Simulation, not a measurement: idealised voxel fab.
Process module heading - voxel quadruple lines
The figure presents cross-section cut, which has a width of 220 nm and is divided into square cells with an edge length of 5 nm.
Cross-section layout: square cells on a grid; listed as bands, top to bottom; a band spans one or more cell rows. Each band's line starts with the height of the band's top and of its bottom, in nm. Then come its materials from left to right, each with its width in nm. One material with "throughout" fills the band from edge to edge. "blank" is empty space. Measure heights from 0. That's the level where, below it, the as-received wafer is all one material. The lowest band is bottomless and extends downward; write it as in "0..down". A two-number width, for instance "30->40", indicates that the width is equal to the first number in the top row of the band and to the second number in the bottom row, and that it changes by a constant amount per row of cells. You'll sometimes find "left unchanged" written for a step, and that's the way of saying that nowhere in the cross-section did a cell change during that step. Under "Unvented voids" you'll find the enclosed gaps, the ones with no way out to the top, that are 8 cells or bigger; each reads width x height at distance, with distance counted from the left edge, everything in nm. Text after the settings on a step's line: the simulator's own remark on that step. If you see "overlay nm" on a step's line and that step has a mask, it's telling you how far right of where it was planned the mask ended up; a negative number means it went left instead.

[This section lists the process steps that were planned]
1,RECEIVE (material Si)
2,CONFORMAL_DEP (material SiO2; thk nm 5)
3,DIRECTIONAL_DEP (material W; thk nm 15)
4,DIRECTIONAL_DEP (material polySi; thk nm 20)
5,DIRECTIONAL_DEP (material aC; thk nm 20)
6,PATTERN (tone cover; mask id MANDREL; material resist; width nm 25; thk nm 30; overlay nm 0)
7,DIRECTIONAL_ETCH (etch materials aC; depth nm 20)
8,STRIP (etch materials resist)
9,CONFORMAL_DEP (material SiO2; thk nm 15)
10,DIRECTIONAL_ETCH (etch materials SiO2; depth nm 15)
11,STRIP (etch materials aC)
12,DIRECTIONAL_ETCH (etch materials polySi; depth nm 20)
13,STRIP (etch materials SiO2)
14,CONFORMAL_DEP (material SiCN; thk nm 5)
15,DIRECTIONAL_ETCH (etch materials SiCN; depth nm 5)
16,STRIP (etch materials polySi)
17,DIRECTIONAL_ETCH (etch materials W; depth nm 15)
18,STRIP (etch materials SiCN)
19,FILL_DEP (material lowk; thk nm 10)
20,CMP (height nm 20)

[This is the cross-section of the wafer as we received it, i.e. after step 1]
	0..down = Si throughout
	Unvented voids: none

[Cross-section taken at module completion on the first of two wafers; processed per the plan]
	20..5 = 75 of lowk, then 5 of W, then 15 of lowk, then 5 of W, then 15 of lowk, then 5 of W, then 15 of lowk, then 5 of W, then 80 of lowk
	5..0 = SiO2 throughout
	0..down = Si throughout
	Unvented voids: none

[Cross-sectional view of the second of two wafers upon completion of the module. This wafer shared its starting condition and process plan with the first; one error was made during its execution]
	20..15 = lowk throughout
	15..0 = 75 of lowk, then 5 of W, then 15 of lowk, then 5 of W, then 15 of lowk, then 5 of W, then 15 of lowk, then 5 of W, then 80 of lowk
	0..down = Si throughout
	Unvented voids: none
Processing error: with respect to the plan, step 2 was omitted and not executed
Once processing is complete, comparing cell counts shows that the second wafer has more or fewer of certain materials than the first: SiO2: 44 fewer | lowk: 44 more
